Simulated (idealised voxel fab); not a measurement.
Name of the process module below: voxel self aligned vias
Square cell edge 5 nm, section width 280 nm, ID cut.
In this document a cross-section is written as a grid of square cells. It is given as a series of bands, listed from the top down, and a band is one or more rows of cells. Band entry format. Leading values: height of top, height of bottom, nm. Remainder: materials in left-to-right order, each with its width in nm. Special words: "edge to edge" on a single material, which then fills the band edge to edge; "air", empty space. Height 0 is the level under which the wafer as received is all one material. The lowest band goes on downwards, as in "0 and below". Width spec "30..40" -> top row of cells at first value, bottom row at second value, equal per-row change in between. "nothing different" for a step: no cell of the cross-section changed in that step. Each empty space that has no open way to the top and spans at least 8 cells appears under "Entrapped voids" as width x height at distance, the distance counted from the left edge, all in nm. If you see something after the settings on a step's line, that's the simulator's own remark about that step. A step's line can hold "overlay nm"; with a mask on that step, the setting says how far right of the planned place the mask lay, while a negative setting says it lay to the left.
THESE ARE THE STEPS WE PLANNED FOR THE PROCESS
step 1: RECEIVE [material Si]
step 2: CONFORMAL_DEP [material SiO2] [thk nm 15]
step 3: CONFORMAL_DEP [material SiCN] [thk nm 5]
step 4: DIRECTIONAL_DEP [material lowk] [thk nm 30]
step 5: MASKED_ETCH [tone open] [mask id LINES] [width nm 30] [pitch nm 75] [etch materials lowk] [depth nm 30] [overlay nm 0]
step 6: CONFORMAL_DEP [material TiN] [thk nm 5]
step 7: FILL_DEP [material W] [thk nm 10]
step 8: CMP [height nm 50]
step 9: SELECTIVE_ETCH [etch materials W Ru TiN] [depth nm 10]
step 10: FILL_DEP [material SiN] [thk nm 10]
step 11: CMP [height nm 50]
step 12: DIRECTIONAL_DEP [material lowk] [thk nm 20]
step 13: MASKED_ETCH [tone open] [mask id VIAS] [width nm 50] [etch materials lowk] [depth nm 20] [overlay nm 0]
step 14: MASKED_ETCH [tone open] [mask id VIAS] [width nm 50] [etch materials SiN] [depth nm 10] [overlay nm 0]
step 15: CONFORMAL_DEP [material TiN] [thk nm 5]
step 16: FILL_DEP [material Ru] [thk nm 5]
step 17: CMP [height nm 70]
step 18: CONFORMAL_DEP [material SiN] [thk nm 5]
AS RECEIVED (POST STEP 1): CROSS-SECTION
  0 and below = Si edge to edge
  Entrapped voids: none
END-OF-MODULE CROSS-SECTION. STARTING STRUCTURE AND PROCESS PLAN AS ABOVE; ONE MISTAKE MADE IN RUNNING IT
  75 down to 70 = SiN edge to edge
  70 down to 55 = lowk 75 nm | SiCN 5 nm | Ru 40 nm | SiCN 5 nm | lowk 155 nm
  55 down to 50 = lowk 75 nm | SiCN 15 nm | Ru 20 nm | SiCN 15 nm | lowk 155 nm
  50 down to 45 = lowk 85 nm | SiCN 5 nm | Ru 20 nm | SiCN 5 nm | lowk 45 nm | SiN 30 nm | lowk 90 nm
  45 down to 40 = lowk 85 nm | SiCN 30 nm | lowk 45 nm | SiN 30 nm | lowk 90 nm
  40 down to 25 = lowk 85 nm | TiN 5 nm | W 20 nm | TiN 5 nm | lowk 45 nm | TiN 5 nm | W 20 nm | TiN 5 nm | lowk 90 nm
  25 down to 20 = lowk 85 nm | TiN 30 nm | lowk 45 nm | TiN 30 nm | lowk 90 nm
  20 down to 15 = SiCN edge to edge
  15 down to 0 = SiO2 edge to edge
  0 and below = Si edge to edge
  Entrapped voids: none
what went wrong: step 15 went in with a setting other than planned; the actual run was CONFORMAL_DEP [material SiCN] [thk nm 5]
